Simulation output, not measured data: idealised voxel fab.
This section sets out a process module, namely voxel tone inversion.
Square cells of 5 nm make up the cross-section cut, whose width is 155 nm.
A cross-section is written here as square cells arranged in a grid, and it is given in bands from the top down, each band taking up one or more rows of cells. For a band, the entry starts with two heights in nm, that of the top and then that of the bottom, and carries on with the band's materials in order from left to right, each alongside its width in nm; the word "all across" beside a single material means it fills the band edge to edge, and "blank" means empty space. Measure heights from 0. That's the level where, below it, the as-received wafer is all one material. The lowest band is bottomless and extends downward; write it as in "z 0 and below". Graded width ("30..40"): value in top row of band = first number; value in bottom row = second number; row-to-row change constant. "everything unchanged" means the step left every cell of the cross-section as it was. For the entry "Sealed internal voids", the listed items are empty spaces with no open way to the top whose size is 8 cells or more; each item follows the pattern width x height at distance, where distance is from the left edge and all three are in nm. That trailing text on a step's line, after the settings, is the simulator's own remark on the step. overlay nm: how far to the right of its planned place the mask lay on this masked step (negative: to the left).
Process steps (planned)
| 1 | RECEIVE: material Si |
| 2 | CONFORMAL_DEP: material SiN, thk nm 5 |
| 3 | DIRECTIONAL_DEP: material polySi, thk nm 25 |
| 4 | PATTERN: tone cover, mask id POSTS, material resist, width nm 25, pitch nm 50, thk nm 35, overlay nm 0 |
| 5 | DIRECTIONAL_ETCH: etch materials polySi, depth nm 25 |
| 6 | STRIP: etch materials resist |
| 7 | FILL_DEP: material lowk, thk nm 5 |
| 8 | CMP: height nm 30 |
| 9 | STRIP: etch materials polySi |
| 10 | CONFORMAL_DEP: material TiN, thk nm 5 |
| 11 | FILL_DEP: material Ru, thk nm 10 |
| 12 | CMP: height nm 30 |
| 13 | CONFORMAL_DEP: material SiN, thk nm 5 |
Cross-section of the wafer upon arrival, representing the state reached after step 1
  z 0 and below  Si all across
  Sealed internal voids: none
First of two wafers at the end of the module, shown in cross-section; run carried out as planned
  z 35 to 30  SiN all across
  z 30 to 10  lowk=15  TiN=5  Ru=15  TiN=5  lowk=25  TiN=5  Ru=15  TiN=5  lowk=25  TiN=5  Ru=15  TiN=5  lowk=15
  z 10 to 5  lowk=15  TiN=25  lowk=25  TiN=25  lowk=25  TiN=25  lowk=15
  z 5 to 0  SiN all across
  z 0 and below  Si all across
  Sealed internal voids: none
Wafer two, end of module, cross-section. Same start, same plan as wafer one. One mistake in the run
  z 35 to 30  SiN all across
  z 30 to 5  TiN all across
  z 5 to 0  SiN all across
  z 0 and below  Si all across
  Sealed internal voids: none
So what did we get wrong on this run? for step 3, the planned setting was not used; the step was instead run as DIRECTIONAL_DEP: material TiN, thk nm 25
Upon completion, the second wafer contains, in terms of cells, a greater or smaller amount of certain materials than the first wafer: -36 Ru, +116 TiN, -80 lowk
